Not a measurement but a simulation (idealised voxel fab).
Process module heading - voxel released beams
Cross-section cut spans 215 nm and uses square cells 5 nm in size.
Cross-section, as written here: a square-cell grid given band by band from the top down, where a band holds one or more rows of cells.
The band entry comprises the height of the band's top followed by the height of its bottom, expressed in nm, and subsequently the band's materials from left to right, each stated together with its width in nm. Where a single material is marked with the word "full width", that material fills the band from edge to edge. The word "air" represents empty space.
Heights are measured from 0, the level below which the as-received wafer is all one material; the lowest band has no bottom and continues downward, written as in "0 and below".
Think of "30..40" as a width that walks from the first number to the second as you go down the band, top row to bottom row, taking equal-sized steps from row to row.
Step note "all unchanged" = no cross-section cell changed.
"Closed void roster" - sealed voids, min. 8 cells, no opening to top; format: width x height at distance (distance from left edge; nm throughout).
What comes after the settings on a step's line is commentary from the simulator itself on that step.
You can add "overlay nm" to a step's line. For a step with a mask, it describes how far the mask lay to the right of its planned position, and a negative number describes a lay to the left.

## Intended process steps
| 1 | RECEIVE [material Si] |
| 2 | CONFORMAL_DEP [material Al2O3] [thk nm 5] |
| 3 | DIRECTIONAL_DEP [material SiO2] [thk nm 10] |
| 4 | PATTERN [tone open] [mask id ANCHOR] [material resist] [width nm 45] [thk nm 20] [overlay nm 0] |
| 5 | DIRECTIONAL_ETCH [etch materials SiO2] [depth nm 10] |
| 6 | STRIP [etch materials resist] |
| 7 | CONFORMAL_DEP [material W] [thk nm 15] |
| 8 | MASKED_ETCH [tone cover] [mask id BEAM] [width nm 130] [etch materials W] [depth nm 15] [overlay nm 0] |
| 9 | STRIP [etch materials SiO2] |
Where the wafers of this document differ is in the thk nm of step 2; they start out the same, and the plan states the value that applied to the first wafer.

## Cross-section: the first of several wafers in its as-received state, i.e. following step 1
    0 and below = Si full width
    Closed void roster: none

## Per wafer, end of module: cells gained (+) or lost (-) per material since receipt, then closed voids
thk nm 5; +43 Al2O3; +90 W; Closed void roster: none
thk nm 10; +86 Al2O3; +90 W; Closed void roster: none
thk nm 15; +129 Al2O3; +90 W; Closed void roster: none
thk nm 20; +172 Al2O3; +90 W; Closed void roster: none
